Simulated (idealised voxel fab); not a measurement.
Herein follows the process module entitled voxel ribs on slabs.
Pictured: cross-section cut, 190 nm wide, on a grid of 5 nm square cells.
For the purposes of this document, a cross-section shall be understood as a grid of square cells, specified as bands listed in top-to-bottom order, each band consisting of one or more rows of cells.
In this notation a band is specified by the heights of its top and bottom, in that order and in nm, after which its materials appear from left to right, each paired with its width in nm. The word "edge to edge" attached to a single material means that material fills the band from edge to edge; the word "blank" stands for empty space.
For the purposes of this specification, 0 denotes the height below which the wafer in its as-received condition is composed wholly of one material, and the lowermost band, lacking a lower limit, extends downward without end, as expressed in "0 down".
Note: "30..40" means the width goes from the first number (top row of the band) to the second number (bottom row) in equal steps per row of cells.
For the purposes of this document, the phrase "remained the same" attached to a step denotes that no cell within the cross-section was modified by that step.
Closed empty spaces (no open way to the top) of 8 cells or more are what "Sealed voids" lists, each as width x height at distance from the left edge, nm for all three.
Text after the settings on a step's line: the simulator's own remark on that step.
A step line may carry the setting "overlay nm", which, for steps involving a mask, states the distance by which the mask lay to the right of its intended position; negative values denote displacement to the left.
-- Here's what the planned process steps look like
1,RECEIVE [material Si]
2,DIRECTIONAL_DEP [material SiO2] [thk nm 30]
3,DIRECTIONAL_DEP [material SiN] [thk nm 25]
4,MASKED_ETCH [tone cover] [mask id RIB] [width nm 20] [etch materials SiN] [depth nm 15] [overlay nm 0]
5,MASKED_ETCH [tone cover] [mask id SLAB] [width nm 50] [etch materials SiN] [depth nm 10] [overlay nm 0]
6,FILL_DEP [material SiO2] [thk nm 15]
7,CMP [height nm 65]
8,DIRECTIONAL_DEP [material TiN] [thk nm 10]
9,PATTERN [tone cover] [mask id HEATER] [material resist] [width nm 30] [thk nm 20] [overlay nm 0]
10,DIRECTIONAL_ETCH [etch materials TiN] [depth nm 10]
11,STRIP [etch materials resist]
12,CONFORMAL_DEP [material SiN] [thk nm 10]
-- The first wafer of two, processed as planned
-- This is the cross-section of the wafer as we received it, i.e. after step 1
- 0 down = Si edge to edge
- Sealed voids: none
-- Step 2 complete: cross-section through the wafer
- 30 to 0 = SiO2 edge to edge
- Rest of section, below 0: as before.
-- Step 3 complete: cross-section through the wafer
- 55 to 30 = SiN edge to edge
- Rest of section, below 30: as before.
-- Step 4 complete: cross-section through the wafer
- 55 to 40 = blank: 85 | SiN: 20 | blank: 85
- Rest of section, below 40: as before.
-- Step 5 complete: cross-section through the wafer
- 55 to 40 = blank: 85 | SiN: 20 | blank: 85
- 40 to 30 = blank: 70 | SiN: 50 | blank: 70
- Rest of section, below 30: as before.
-- Step 6 complete: cross-section through the wafer
- 70 to 55 = SiO2 edge to edge
- 55 to 40 = SiO2: 85 | SiN: 20 | SiO2: 85
- 40 to 30 = SiO2: 70 | SiN: 50 | SiO2: 70
- Rest of section, below 30: as before.
-- Step 7 complete: cross-section through the wafer
- 65 to 55 = SiO2 edge to edge
- Rest of section, below 55: as before.
-- Step 8 complete: cross-section through the wafer
- 75 to 65 = TiN edge to edge
- Rest of section, below 65: as before.
-- Step 9 complete: cross-section through the wafer
- 95 to 75 = blank: 80 | resist: 30 | blank: 80
- Rest of section, below 75: as before.
-- Step 10 complete: cross-section through the wafer
- 95 to 75 = blank: 80 | resist: 30 | blank: 80
- 75 to 65 = blank: 80 | TiN: 30 | blank: 80
- Rest of section, below 65: as before.
-- Step 11 complete: cross-section through the wafer
- 75 to 65 = blank: 80 | TiN: 30 | blank: 80
- Rest of section, below 65: as before.
-- Step 12 complete: cross-section through the wafer
- 85 to 75 = blank: 70 | SiN: 50 | blank: 70
- 75 to 65 = SiN: 80 | TiN: 30 | SiN: 80
- Rest of section, below 65: as before.
-- Second of two: same start, same plan, one run error; steps up to and including 7 match the first
-- Planned end of step 8: second wafer, cross-section
- 75 to 55 = SiO2 edge to edge
- Rest of section, below 55: as before.
-- Planned end of step 9: second wafer, cross-section
- 95 to 75 = blank: 80 | resist: 30 | blank: 80
- Rest of section, below 75: as before.
Planned end of step 10: second wafer, cross-section: remained the same
-- Planned end of step 11: second wafer, cross-section
- 75 to 55 = SiO2 edge to edge
- Rest of section, below 55: as before.
-- Planned end of step 12: second wafer, cross-section
- 85 to 75 = SiN edge to edge
- Rest of section, below 75: as before.
Deviation noted in wafer processing: planned and actual differ for step 8; actual: DIRECTIONAL_DEP [material SiO2] [thk nm 10]
Once processing is complete, comparing cell counts shows that the second wafer has more or fewer of certain materials than the first: 8 fewer of SiN; 76 more of SiO2; 12 fewer of TiN
